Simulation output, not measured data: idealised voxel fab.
process module | voxel plated lines
cross-section cut | 270 nm wide | cells 5 nm
A cross-section is a grid of square cells, given in bands from the top down. A band is one or more rows of cells.
Each band's line starts with the height of the band's top and of its bottom, in nm. Then come its materials from left to right, each with its width in nm. One material with "throughout" fills the band from edge to edge. "air" is empty space.
Height 0 is the level under which the wafer as received is all one material. The lowest band goes on downwards, as in "0 down".
A width such as "30 to 40" changes by the same amount from each row of cells to the next, from the band's top row to its bottom row.
"no change" after a step means that no cell of the cross-section changed.
closed voids: empty space of 8 cells or more with no open way to the top, each as width x height at its distance from the left edge, in nm
after a step's settings: what the simulator itself notes on the step
overlay nm, on a step with a mask: how far to the right of its planned place the mask lay; to the left if negative
plan
1 op RECEIVE | material Si
2 op CONFORMAL_DEP | material SiO2 | thk nm 15
3 op DIRECTIONAL_DEP | material TiN | thk nm 5
4 op PATTERN | tone open | mask id LINES | material resist | width nm 15 | pitch nm 35 | thk nm 15 | overlay nm -15
5 op EPI | material Ru | thk nm 10
6 op STRIP | etch materials resist
7 op DIRECTIONAL_ETCH | etch materials TiN | depth nm 5
8 op CONFORMAL_DEP | material SiO2 | thk nm 10
varied across the wafers: overlay nm of step 4. The plan shows the first wafer's value. All wafers start alike
first wafer as received, after step 1
  0 down: Si throughout
  closed voids: none
each wafer at the end: cells of each material gained (+) or lost (-) since it was received, then its closed voids
overlay nm -15 | +18 Ru | +306 SiO2 | +9 TiN | closed voids: none
overlay nm -10 | +18 Ru | +306 SiO2 | +9 TiN | closed voids: none
overlay nm -5 | +18 Ru | +306 SiO2 | +9 TiN | closed voids: none
overlay nm 0 | +18 Ru | +306 SiO2 | +9 TiN | closed voids: none
overlay nm 5 | +18 Ru | +306 SiO2 | +9 TiN | closed voids: none
overlay nm 10 | +18 Ru | +306 SiO2 | +9 TiN | closed voids: none
overlay nm 15 | +18 Ru | +306 SiO2 | +9 TiN | closed voids: none
